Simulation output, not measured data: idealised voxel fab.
This section sets out a process module, namely voxel capacitor over wiring.
It is cross-section cut that appears here, measuring 270 nm in width, its square cells being 5 nm in size.
Bands, listed from the top down, are how a cross-section gets written in this document; the cross-section itself is a grid of square cells, and a band is one or more rows of them.
A band entry consists of two parts. The first gives the height of the band's top and the height of its bottom, in nm. The rest lists the band's materials from left to right, each with its width in nm. A single material labelled with the word "throughout" fills the band from edge to edge, and the word "empty" marks empty space.
The level at which height equals 0 is the one under which the wafer, as it arrives, is entirely one material. No lower edge exists for the bottom band, which continues downward and is notated as in "0..down".
Per-row width for "30->40": begins at first number (top row of band), ends at second number (bottom row), increment between rows held constant.
When a step is marked "nothing altered", none of the cells in the cross-section changed during that step.
"Enclosed internal voids" - sealed voids, min. 8 cells, no opening to top; format: width x height at distance (distance from left edge; nm throughout).
The remark found on a step's line after its settings is issued by the simulator itself and pertains to that step.
A step's line can hold "overlay nm"; with a mask on that step, the setting says how far right of the planned place the mask lay, while a negative setting says it lay to the left.

STEPS IN THE PROCESS PLAN
1: RECEIVE [material Si]
2: CONFORMAL_DEP [material SiO2] [thk nm 15]
3: DIRECTIONAL_DEP [material TiN] [thk nm 5]
4: DIRECTIONAL_DEP [material Ru] [thk nm 25]
5: DIRECTIONAL_DEP [material aC] [thk nm 15]
6: PATTERN [tone cover] [mask id METAL_1] [material resist] [width nm 20] [pitch nm 85] [thk nm 35] [overlay nm 0]
7: DIRECTIONAL_ETCH [etch materials aC] [depth nm 15]
8: STRIP [etch materials resist]
9: DIRECTIONAL_ETCH [etch materials Ru] [depth nm 25]
10: DIRECTIONAL_ETCH [etch materials TiN] [depth nm 5]
11: STRIP [etch materials aC]
12: CONFORMAL_DEP [material SiCN] [thk nm 5]
13: FILL_DEP [material lowk] [thk nm 5]
14: CMP [height nm 45]
15: CONFORMAL_DEP [material SiCN] [thk nm 5]
16: DIRECTIONAL_DEP [material SiO2] [thk nm 15]
17: DIRECTIONAL_DEP [material aC] [thk nm 10]
18: PATTERN [tone open] [mask id PLUG_1] [material resist] [width nm 15] [thk nm 25] [overlay nm 0]
19: DIRECTIONAL_ETCH [etch materials aC] [depth nm 10]
20: STRIP [etch materials resist]
21: DIRECTIONAL_ETCH [etch materials SiO2] [depth nm 15]
22: DIRECTIONAL_ETCH [etch materials SiCN] [depth nm 5]
23: STRIP [etch materials aC]
24: CONFORMAL_DEP [material TiN] [thk nm 5]
25: FILL_DEP [material Ru] [thk nm 10]
26: CMP [height nm 65]
27: DIRECTIONAL_DEP [material TiN] [thk nm 5]
28: DIRECTIONAL_DEP [material SiN] [thk nm 5]
29: DIRECTIONAL_DEP [material TiN] [thk nm 5]
30: MASKED_ETCH [tone cover] [mask id UPPER_PLATE] [width nm 70] [etch materials TiN] [depth nm 5] [overlay nm 0]
31: MASKED_ETCH [tone cover] [mask id UPPER_PLATE] [width nm 70] [etch materials SiN] [depth nm 5] [overlay nm 0]
32: PATTERN [tone cover] [mask id LOWER_PLATE] [material resist] [width nm 80] [thk nm 15] [overlay nm -15]
33: DIRECTIONAL_ETCH [etch materials TiN] [depth nm 5]
34: STRIP [etch materials resist]
35: FILL_DEP [material SiO2] [thk nm 20]
36: CMP [height nm 95]
37: MASKED_ETCH [tone open] [mask id PLUG_2] [width nm 15] [etch materials SiO2] [depth nm 15] [overlay nm 0]
38: CONFORMAL_DEP [material TiN] [thk nm 5]
39: FILL_DEP [material Ru] [thk nm 5]
40: CMP [height nm 95]
41: CONFORMAL_DEP [material SiN] [thk nm 5]
The plan shows the overlay nm of step 32 as the first wafer had it; this setting differs between the wafers, which start out alike.

FIRST OF SEVERAL WAFERS (AS RECEIVED, POST STEP 1), CROSS-SECTIONAL VIEW
- 0..down  Si throughout
- Enclosed internal voids: none

AT THE END OF THE MODULE, AFTER ITS LAST STEP, STEP 41, THE FIRST OF SEVERAL WAFERS APPEARS IN CROSS-SECTION AS FOLLOWS
- 100..95  SiN throughout
- 95..85  95 nm SiO2; 5 nm TiN; 5 nm Ru; 5 nm TiN; 160 nm SiO2
- 85..75  95->85 nm SiO2; 15->60 nm TiN; 160->125 nm SiO2
- 75..70  85 nm SiO2; 70 nm SiN; 115 nm SiO2
- 70..65  65 nm SiO2; 90 nm TiN; 115 nm SiO2
- 65..50  85 nm SiO2; 5 nm TiN; 5 nm Ru; 5 nm TiN; 170 nm SiO2
- 50..45  85 nm SiCN; 15 nm TiN; 170 nm SiCN
- 45..20  75 nm lowk; 5 nm SiCN; 20 nm Ru; 5 nm SiCN; 55 nm lowk; 5 nm SiCN; 20 nm Ru; 5 nm SiCN; 80 nm lowk
- 20..15  80 nm SiCN; 20 nm TiN; 65 nm SiCN; 20 nm TiN; 85 nm SiCN
- 15..0  SiO2 throughout
- 0..down  Si throughout
- Enclosed internal voids: none

MODULE END, FINAL WAFER: CROSS-SECTION
- 100..95  SiN throughout
- 95..85  95 nm SiO2; 5 nm TiN; 5 nm Ru; 5 nm TiN; 160 nm SiO2
- 85..75  95 nm SiO2; 15->60 nm TiN; 160->115 nm SiO2
- 75..70  85 nm SiO2; 70 nm SiN; 115 nm SiO2
- 70..65  85 nm SiO2; 90 nm TiN; 95 nm SiO2
- 65..50  85 nm SiO2; 5 nm TiN; 5 nm Ru; 5 nm TiN; 170 nm SiO2
- 50..45  85 nm SiCN; 15 nm TiN; 170 nm SiCN
- 45..20  75 nm lowk; 5 nm SiCN; 20 nm Ru; 5 nm SiCN; 55 nm lowk; 5 nm SiCN; 20 nm Ru; 5 nm SiCN; 80 nm lowk
- 20..15  80 nm SiCN; 20 nm TiN; 65 nm SiCN; 20 nm TiN; 85 nm SiCN
- 15..0  SiO2 throughout
- 0..down  Si throughout
- Enclosed internal voids: none

TABULATED BELOW, WAFER BY WAFER, ARE THE END-OF-MODULE RESULTS: FOR EACH MATERIAL, THE NUMBER OF CELLS GAINED (+) OR LOST (-) RELATIVE TO THE AS-RECEIVED STATE, FOLLOWED BY THE CLOSED VOIDS
overlay nm -15 | +45 Ru | +117 SiCN | +68 SiN | +586 SiO2 | +54 TiN | +210 lowk | Enclosed internal voids: none
overlay nm -10 | +45 Ru | +117 SiCN | +68 SiN | +586 SiO2 | +54 TiN | +210 lowk | Enclosed internal voids: none
overlay nm -5 | +45 Ru | +117 SiCN | +68 SiN | +586 SiO2 | +54 TiN | +210 lowk | Enclosed internal voids: none
overlay nm 0 | +45 Ru | +117 SiCN | +68 SiN | +586 SiO2 | +54 TiN | +210 lowk | Enclosed internal voids: none
overlay nm 5 | +45 Ru | +117 SiCN | +68 SiN | +586 SiO2 | +54 TiN | +210 lowk | Enclosed internal voids: none
overlay nm 10 | +45 Ru | +117 SiCN | +68 SiN | +586 SiO2 | +54 TiN | +210 lowk | Enclosed internal voids: none
overlay nm 15 | +45 Ru | +117 SiCN | +68 SiN | +586 SiO2 | +54 TiN | +210 lowk | Enclosed internal voids: none
